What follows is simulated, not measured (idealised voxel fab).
The document below concerns the process module designated voxel self aligned contacts.
It is cross-section cut that appears here, measuring 145 nm in width, its square cells being 5 nm in size.
We lay out every cross-section as a grid of square cells and spell it out in bands from the top down, where one band means one or more rows of cells. Band: top height; bottom height; in nm. Then, left to right: material with width in nm, for each material. "everywhere": a single material spanning edge to edge. "air": empty space. It should be noted that heights are counted from 0, beneath which the wafer as supplied is of one material throughout, and that the lowest band possesses no lower boundary but continues downward, as written in "0..down". The width entry "30 to 40" should be interpreted row by row: the top row of cells in the band takes the first number, the bottom row takes the second number, and the change between adjacent rows is uniform throughout. A step reported as "stayed the same" is a step in which no cell of the cross-section changed. Empty spaces counting at least 8 cells and having no open way to the top are listed in "Sealed internal cavities". The notation width x height at distance is used for each, the distance being from the left edge and all three values in nm. Whatever follows a step's settings on its line is a remark the simulator itself makes about that step. overlay nm: mask right of planned place by this much (step with mask). Neg. = left.
Process steps (planned):
step 1: RECEIVE [material Si]
step 2: CONFORMAL_DEP [material SiO2] [thk nm 5]
step 3: DIRECTIONAL_DEP [material polySi] [thk nm 30]
step 4: DIRECTIONAL_DEP [material SiN] [thk nm 20]
step 5: MASKED_ETCH [tone cover] [mask id GATE] [width nm 25] [pitch nm 60] [etch materials SiN] [depth nm 20] [overlay nm 0]
step 6: MASKED_ETCH [tone cover] [mask id GATE] [width nm 25] [pitch nm 60] [etch materials polySi] [depth nm 30] [overlay nm 0]
step 7: CONFORMAL_DEP [material SiN] [thk nm 5]
step 8: DIRECTIONAL_ETCH [etch materials SiN] [depth nm 5]
step 9: FILL_DEP [material SiO2] [thk nm 20]
step 10: CMP [height nm 65]
step 11: DIRECTIONAL_DEP [material aC] [thk nm 15]
step 12: PATTERN [tone open] [mask id CONTACT] [material resist] [width nm 45] [thk nm 30] [overlay nm 0]
step 13: DIRECTIONAL_ETCH [etch materials aC] [depth nm 15]
step 14: STRIP [etch materials resist]
step 15: DIRECTIONAL_ETCH [etch materials SiO2] [depth nm 65]
step 16: STRIP [etch materials aC]
step 17: CONFORMAL_DEP [material TiN] [thk nm 5]
step 18: FILL_DEP [material Ru] [thk nm 5]
step 19: CMP [height nm 65]
step 20: CONFORMAL_DEP [material SiN] [thk nm 5]
As-received state of the wafer in cross-section, equivalent to post-step 1:
- 0..down = Si everywhere
- Sealed internal cavities: none
Wafer cross-section at end of module: start and plan as shown above, one execution error:
- 70..65 = SiN everywhere
- 65..55 = SiO2 50, TiN 5, Ru 35, TiN 5, SiO2 50
- 55..50 = SiO2 50, TiN 15, Ru 15, TiN 15, SiO2 50
- 50..30 = SiO2 25, SiN 35, TiN 5, Ru 15, TiN 5, SiN 35, SiO2 25
- 30..5 = SiO2 25, SiN 5, polySi 25, SiN 5, TiN 5, Ru 15, TiN 5, SiN 5, polySi 25, SiN 5, SiO2 25
- 5..0 = SiO2 25, SiN 5, polySi 25, SiN 5, TiN 25, SiN 5, polySi 25, SiN 5, SiO2 25
- 0..down = Si everywhere
- Sealed internal cavities: none
Here's what went sideways: step 2 from the plan never happened, it was just skipped
